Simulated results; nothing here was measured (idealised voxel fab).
The following process module bears the name voxel self aligned vias.
This is section cut - it's 220 nm across, gridded in 5 nm square cells.
Just so we're on the same page, the cross-sections are grids of square cells, and they're listed out in bands top to bottom, each band one or more rows deep.
This entry defines a band. It first specifies the height of the band's top and the height of its bottom in nm, and then specifies the band's materials from left to right, stating each material with its width in nm. The word "full width" identifies a single material that fills the band from edge to edge, while the word "air" identifies empty space.
Note: height 0 marks the level under which the wafer is uniformly one material as received. Lowest band unbounded below, written "0..down".
With a width like "30->40", each row of cells in the band differs from the next by the same amount, the top row carrying the first number and the bottom row the second.
When a step is marked "no alterations made", none of the cells in the cross-section changed during that step.
The label "Non-vented voids" introduces a list of the empty spaces, 8 cells or larger, that have no open way up to the top; each entry in it reads width x height at distance, where the distance is taken from the left edge and all three are stated in nm.
Heads up: the bit after the settings on a step's line is the simulator's remark on that step.
overlay nm: mask offset rightward from planned place, masked step; negative means leftward offset.

**The steps planned for the process are as follows**
step 1: op RECEIVE | material Si
step 2: op CONFORMAL_DEP | material SiO2 | thk nm 15
step 3: op CONFORMAL_DEP | material SiCN | thk nm 5
step 4: op DIRECTIONAL_DEP | material lowk | thk nm 20
step 5: op DIRECTIONAL_DEP | material aC | thk nm 10
step 6: op PATTERN | tone open | mask id LINES | material resist | width nm 25 | pitch nm 55 | thk nm 25 | overlay nm 0
step 7: op DIRECTIONAL_ETCH | etch materials aC | depth nm 10
step 8: op STRIP | etch materials resist
step 9: op DIRECTIONAL_ETCH | etch materials lowk | depth nm 20
step 10: op STRIP | etch materials aC
step 11: op CONFORMAL_DEP | material TiN | thk nm 5
step 12: op FILL_DEP | material W | thk nm 10
step 13: op CMP | height nm 40
step 14: op SELECTIVE_ETCH | etch materials W Ru TiN | depth nm 5
step 15: op FILL_DEP | material SiN | thk nm 10
step 16: op CMP | height nm 40
step 17: op DIRECTIONAL_DEP | material lowk | thk nm 20
step 18: op PATTERN | tone open | mask id VIAS | material resist | width nm 35 | pitch nm 110 | thk nm 15 | overlay nm -15
step 19: op DIRECTIONAL_ETCH | etch materials lowk | depth nm 20
step 20: op DIRECTIONAL_ETCH | etch materials SiN | depth nm 5
step 21: op STRIP | etch materials resist
step 22: op CONFORMAL_DEP | material TiN | thk nm 5
step 23: op FILL_DEP | material Cu | thk nm 10
step 24: op CMP | height nm 60
step 25: op CONFORMAL_DEP | material SiN | thk nm 5
Across this set of wafers, the varied parameter is the overlay nm of step 18. Starting conditions are identical for every wafer, and the plan reports the value assigned to the first wafer.

**The first of several wafers as received, shown in cross-section; this is its state after step 1**
    0..down: Si full width
    Non-vented voids: none

**Here's the first of several wafers in cross-section, end of the module, after the last step, step 25**
    65..60: SiN full width
    60..45: lowk: 20; TiN: 5; Cu: 25; TiN: 5; lowk: 75; TiN: 5; Cu: 25; TiN: 5; lowk: 55
    45..40: lowk: 20; TiN: 25; Cu: 5; TiN: 5; lowk: 75; TiN: 25; Cu: 5; TiN: 5; lowk: 55
    40..35: lowk: 40; TiN: 15; SiN: 10; lowk: 30; SiN: 25; lowk: 30; TiN: 15; SiN: 10; lowk: 45
    35..25: lowk: 40; TiN: 5; W: 15; TiN: 5; lowk: 30; TiN: 5; W: 15; TiN: 5; lowk: 30; TiN: 5; W: 15; TiN: 5; lowk: 45
    25..20: lowk: 40; TiN: 25; lowk: 30; TiN: 25; lowk: 30; TiN: 25; lowk: 45
    20..15: SiCN full width
    15..0: SiO2 full width
    0..down: Si full width
    Non-vented voids: none

**Cross-section of the final wafer among several, taken at the end of the module**
    65..60: SiN full width
    60..45: lowk: 50; TiN: 5; Cu: 25; TiN: 5; lowk: 75; TiN: 5; Cu: 25; TiN: 5; lowk: 25
    45..40: lowk: 50; TiN: 5; Cu: 5; TiN: 25; lowk: 75; TiN: 5; Cu: 5; TiN: 25; lowk: 25
    40..35: lowk: 40; SiN: 10; TiN: 15; lowk: 30; SiN: 25; lowk: 30; SiN: 10; TiN: 15; lowk: 45
    35..25: lowk: 40; TiN: 5; W: 15; TiN: 5; lowk: 30; TiN: 5; W: 15; TiN: 5; lowk: 30; TiN: 5; W: 15; TiN: 5; lowk: 45
    25..20: lowk: 40; TiN: 25; lowk: 30; TiN: 25; lowk: 30; TiN: 25; lowk: 45
    20..15: SiCN full width
    15..0: SiO2 full width
    0..down: Si full width
    Non-vented voids: none

**Basically each wafer gets a line in the table, showing it at the end of the module: material by material, the cells it gained (+) or lost (-) since we got it, then its closed voids**
overlay nm -15, +32 Cu, +44 SiCN, +53 SiN, +132 SiO2, +57 TiN, +18 W, +236 lowk, Non-vented voids: none
overlay nm -10, +34 Cu, +44 SiCN, +51 SiN, +132 SiO2, +57 TiN, +18 W, +236 lowk, Non-vented voids: none
overlay nm -5, +36 Cu, +44 SiCN, +49 SiN, +132 SiO2, +57 TiN, +18 W, +236 lowk, Non-vented voids: none
overlay nm 0, +36 Cu, +44 SiCN, +49 SiN, +132 SiO2, +57 TiN, +18 W, +236 lowk, Non-vented voids: none
overlay nm 5, +36 Cu, +44 SiCN, +49 SiN, +132 SiO2, +57 TiN, +18 W, +236 lowk, Non-vented voids: none
overlay nm 10, +34 Cu, +44 SiCN, +51 SiN, +132 SiO2, +57 TiN, +18 W, +236 lowk, Non-vented voids: none
overlay nm 15, +32 Cu, +44 SiCN, +53 SiN, +132 SiO2, +57 TiN, +18 W, +236 lowk, Non-vented voids: none
